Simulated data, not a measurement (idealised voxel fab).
process module | voxel self aligned vias
Pictured: cross-section cut, 285 nm wide, on a grid of 5 nm square cells.
Square cells in a grid make up a cross-section in this document, and the grid is given as bands, listed from the top down, each one or more rows of cells. Quick guide to a band line: top height, bottom height (nm) up front; then every material left to right with its width in nm. Only one material and it's marked "full width"? Then it fills the band edge to edge. And "empty" just means empty space. Counting heights begins at 0, where everything beneath is, in the wafer as received, one material. The lowest band has no bottom; it goes on downwards, as "z 0 and below" shows. A width given as "30 to 40" starts at the first number in the band's top row and ends at the second number in its bottom row, shifting by an equal amount at every step from row to row. The designation "nothing was modified", where it is given for a processing step, indicates that no cell of the cross-section was altered in the course of that step. If an empty space has no open way to the top and is at least 8 cells in size, "Closed internal voids" lists it, written width x height at distance, where distance is measured from the left edge and every value is in nm. Text after the settings on a step's line: the simulator's own remark on that step. What "overlay nm" on a step's line means: if the step has a mask, that mask lay this far to the right of its planned place, or, when the value is negative, to the left.

[The following list gives the planned process steps]
1: op RECEIVE | material Si
2: op CONFORMAL_DEP | material SiO2 | thk nm 10
3: op CONFORMAL_DEP | material SiCN | thk nm 5
4: op DIRECTIONAL_DEP | material lowk | thk nm 30
5: op MASKED_ETCH | tone open | mask id LINES | width nm 30 | pitch nm 75 | etch materials lowk | depth nm 30 | overlay nm 0
6: op CONFORMAL_DEP | material TiN | thk nm 5
7: op FILL_DEP | material Ru | thk nm 5
8: op CMP | height nm 45
9: op SELECTIVE_ETCH | etch materials W Ru TiN | depth nm 5
10: op FILL_DEP | material SiN | thk nm 5
11: op CMP | height nm 45
12: op DIRECTIONAL_DEP | material lowk | thk nm 20
13: op MASKED_ETCH | tone open | mask id VIAS | width nm 40 | pitch nm 75 | etch materials lowk | depth nm 20 | overlay nm 0
14: op MASKED_ETCH | tone open | mask id VIAS | width nm 50 | pitch nm 75 | etch materials SiN | depth nm 5 | overlay nm 0
15: op CONFORMAL_DEP | material TiN | thk nm 5
16: op FILL_DEP | material Cu | thk nm 5
17: op CMP | height nm 65
18: op CONFORMAL_DEP | material SiCN | thk nm 5
Split variable: width nm, step 13. Plan value = first wafer. Wafers start alike.

[Received wafers, first of several: cross-section after step 1]
z 0 and below | Si full width
Closed internal voids: none

[The figure below presents a cross-section of the first of several wafers at the conclusion of the module, following its last step, step 18]
z 70 to 65 | SiCN full width
z 65 to 50 | lowk=85, TiN=5, Cu=30, TiN=5, lowk=35, TiN=5, Cu=30, TiN=5, lowk=85
z 50 to 45 | lowk=85, TiN=10, Cu=20, TiN=10, lowk=35, TiN=10, Cu=20, TiN=10, lowk=85
z 45 to 40 | lowk=90, TiN=30, lowk=45, TiN=30, lowk=90
z 40 to 20 | lowk=90, TiN=5, Ru=20, TiN=5, lowk=45, TiN=5, Ru=20, TiN=5, lowk=90
z 20 to 15 | lowk=90, TiN=30, lowk=45, TiN=30, lowk=90
z 15 to 10 | SiCN full width
z 10 to 0 | SiO2 full width
z 0 and below | Si full width
Closed internal voids: none

[Module end, final wafer: cross-section]
z 70 to 65 | SiCN full width
z 65 to 50 | lowk=75, TiN=5, Cu=50, TiN=5, lowk=15, TiN=5, Cu=50, TiN=5, lowk=75
z 50 to 45 | lowk=75, TiN=20, Cu=20, TiN=20, lowk=15, TiN=20, Cu=20, TiN=20, lowk=75
z 45 to 40 | lowk=90, TiN=30, lowk=45, TiN=30, lowk=90
z 40 to 20 | lowk=90, TiN=5, Ru=20, TiN=5, lowk=45, TiN=5, Ru=20, TiN=5, lowk=90
z 20 to 15 | lowk=90, TiN=30, lowk=45, TiN=30, lowk=90
z 15 to 10 | SiCN full width
z 10 to 0 | SiO2 full width
z 0 and below | Si full width
Closed internal voids: none

[So in this table every wafer gets its own row, and what you see is where it stands at the end of the module: for each material, how many cells it picked up (+) or gave up (-) since we received it, and after that its closed voids]
width nm 40; +44 Cu; +32 Ru; +114 SiCN; +114 SiO2; +60 TiN; +434 lowk; Closed internal voids: none
width nm 45; +50 Cu; +32 Ru; +114 SiCN; +114 SiO2; +62 TiN; +426 lowk; Closed internal voids: none
width nm 50; +56 Cu; +32 Ru; +114 SiCN; +114 SiO2; +64 TiN; +418 lowk; Closed internal voids: none
width nm 55; +62 Cu; +32 Ru; +114 SiCN; +114 SiO2; +66 TiN; +410 lowk; Closed internal voids: none
width nm 60; +68 Cu; +32 Ru; +114 SiCN; +114 SiO2; +68 TiN; +402 lowk; Closed internal voids: none
